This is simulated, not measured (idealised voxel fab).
The document below concerns the process module designated voxel tone inversion.
Displayed cross-section: cut, width of 255 nm, square cells sized 5 nm.
For the purposes of this document, a cross-section shall be understood as a grid of square cells, specified as bands listed in top-to-bottom order, each band consisting of one or more rows of cells. Within each band entry, the heights of the top and of the bottom of the band appear first, in that order and in nm; the materials of the band then follow from left to right, each with its corresponding width in nm. The designation "all across" on a single material indicates that it fills the band from edge to edge; the designation "empty" indicates empty space. Below 0: as-received wafer, all one material; heights counted from there. Lowest band: no bottom, goes on down, written "0 and below". Per-row width for "30 to 40": begins at first number (top row of band), ends at second number (bottom row), increment between rows held constant. Key: "everything unchanged" - step with no changed cell in the cross-section. The list in "Fully sealed cavities" covers empty spaces of 8 cells or more that cannot reach the top through any open way, and it gives each as width x height at distance; the distance is from the left edge, and width, height and distance are in nm. What comes after the settings on a step's line is commentary from the simulator itself on that step. overlay nm: mask right of planned place by this much (step with mask). Neg. = left.

Below is the list of planned process steps:
1: RECEIVE: material Si
2: CONFORMAL_DEP: material SiCN, thk nm 5
3: DIRECTIONAL_DEP: material polySi, thk nm 15
4: PATTERN: tone cover, mask id POSTS, material resist, width nm 25, pitch nm 45, thk nm 20, overlay nm 0
5: DIRECTIONAL_ETCH: etch materials polySi, depth nm 15
6: STRIP: etch materials resist
7: FILL_DEP: material lowk, thk nm 5
8: CMP: height nm 20
9: STRIP: etch materials polySi
10: CONFORMAL_DEP: material TiN, thk nm 5
11: FILL_DEP: material Ru, thk nm 10
12: CMP: height nm 20
13: CONFORMAL_DEP: material SiCN, thk nm 5

This is the cross-section of the wafer as we received it, i.e. after step 1:
* 0 and below = Si all across
* Fully sealed cavities: none

The plan above was carried out on the starting structure above with one mistake, and this cross-section shows the wafer at the end of the module:
* 25 down to 20 = SiCN all across
* 20 down to 15 = lowk all across
* 15 down to 0 = 90 nm lowk, 25 nm polySi, 20 nm lowk, 25 nm polySi, 95 nm lowk
* 0 and below = Si all across
* Fully sealed cavities: none
Against the plan, the run slipped here: step 2 of the plan was jumped over and never run
